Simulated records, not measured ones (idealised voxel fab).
Title: Process Module voxel self aligned contacts
Cross-sectional view cut (width: 260 nm; square cell size: 5 nm).
A cross-section is a grid of square cells, given in bands from the top down. A band is one or more rows of cells. What a band's entry tells you: where the top is and where the bottom is, as heights in nm, and after that what lies inside, material by material from left to right, each with its width in nm. Empty space is written as the word "air", and a single material marked with the word "full width" occupies the band from edge to edge. It should be noted that heights are counted from 0, beneath which the wafer as supplied is of one material throughout, and that the lowest band possesses no lower boundary but continues downward, as written in "from 0 down". A width such as "30 to 40" changes by the same amount from each row of cells to the next, from the band's top row to its bottom row. It should be understood that the words "no modification", when stated for a given step, signify that the cross-section underwent no change in any of its cells during that step. Any empty space of 8 cells or more lacking an open way to the top shows up in "Fully closed voids" as width x height at distance, distance from the left edge, in nm. On a step's line, text after the settings is the simulator commenting on that step. overlay nm: step with mask; distance mask lay right of planned place; negative value = left of planned place.

PLANNED PROCESS STEPS
1 op RECEIVE | material Si
2 op OXIDIZE | depth nm 5
3 op DIRECTIONAL_DEP | material polySi | thk nm 25
4 op DIRECTIONAL_DEP | material SiN | thk nm 25
5 op MASKED_ETCH | tone cover | mask id GATE | width nm 30 | pitch nm 75 | etch materials SiN | depth nm 25 | overlay nm 0
6 op MASKED_ETCH | tone cover | mask id GATE | width nm 30 | pitch nm 75 | etch materials polySi | depth nm 25 | overlay nm 0
7 op CONFORMAL_DEP | material SiN | thk nm 10
8 op DIRECTIONAL_ETCH | etch materials SiN | depth nm 10
9 op FILL_DEP | material SiO2 | thk nm 15
10 op CMP | height nm 60
11 op DIRECTIONAL_DEP | material aC | thk nm 10
12 op PATTERN | tone open | mask id CONTACT | material resist | width nm 55 | pitch nm 75 | thk nm 30 | overlay nm 0
13 op DIRECTIONAL_ETCH | etch materials aC | depth nm 10
14 op STRIP | etch materials resist
15 op DIRECTIONAL_ETCH | etch materials SiO2 | depth nm 65
16 op STRIP | etch materials aC
17 op CONFORMAL_DEP | material TiN | thk nm 5
18 op FILL_DEP | material Ru | thk nm 10
19 op CMP | height nm 60
20 op CONFORMAL_DEP | material SiCN | thk nm 5

INCOMING WAFER, CROSS-SECTIONAL VIEW, POST STEP 1
    from 0 down = Si full width
    Fully closed voids: none

FIRST OF TWO WAFERS: CROSS-SECTION AT END OF MODULE, RUN PER PLAN
    from 65 to 60 = SiCN full width
    from 60 to 50 = SiO2=65, then TiN=5 to 20, then Ru=45 to 15, then TiN=5 to 20, then SiO2=20, then TiN=5 to 20, then Ru=45 to 15, then TiN=5 to 20, then SiO2=65
    from 50 to 25 = SiO2=30, then SiN=50, then TiN=5, then Ru=15, then TiN=5, then SiN=50, then TiN=5, then Ru=15, then TiN=5, then SiN=50, then SiO2=30
    from 25 to 0 = SiO2=30, then SiN=10, then polySi=30, then SiN=10, then TiN=5, then Ru=15, then TiN=5, then SiN=10, then polySi=30, then SiN=10, then TiN=5, then Ru=15, then TiN=5, then SiN=10, then polySi=30, then SiN=10, then SiO2=30
    from 0 to -5 = SiO2=80, then TiN=25, then SiO2=50, then TiN=25, then SiO2=80
    from -5 down = Si full width
    Fully closed voids: none

SECOND WAFER AT THE END: LIKE START, LIKE PLAN, ONE MISTAKE
    from 65 to 60 = SiCN full width
    from 60 to 55 = Ru=60, then TiN=5, then SiO2=55, then TiN=5, then Ru=10, then TiN=5, then SiO2=55, then TiN=5, then Ru=60
    from 55 to 50 = Ru=25, then TiN=40, then SiO2=55, then TiN=20, then SiO2=55, then TiN=40, then Ru=25
    from 50 to 25 = Ru=25, then TiN=5, then SiN=50, then SiO2=25, then SiN=50, then SiO2=25, then SiN=50, then TiN=5, then Ru=25
    from 25 to 0 = Ru=25, then TiN=5, then SiN=10, then polySi=30, then SiN=10, then SiO2=25, then SiN=10, then polySi=30, then SiN=10, then SiO2=25, then SiN=10, then polySi=30, then SiN=10, then TiN=5, then Ru=25
    from 0 to -5 = TiN=30, then SiO2=200, then TiN=30
    from -5 down = Si full width
    Fully closed voids: none
Which mistake was made when the wafer was run? the process deviated at step 12: the operation and settings actually run there were op PATTERN | tone cover | mask id CONTACT | material resist | width nm 55 | pitch nm 75 | thk nm 30 | overlay nm 0
Wrapping up, a cell-based count of both wafers puts the second over or under the first for these materials: 52 more of Ru | 38 fewer of SiO2 | 14 fewer of TiN
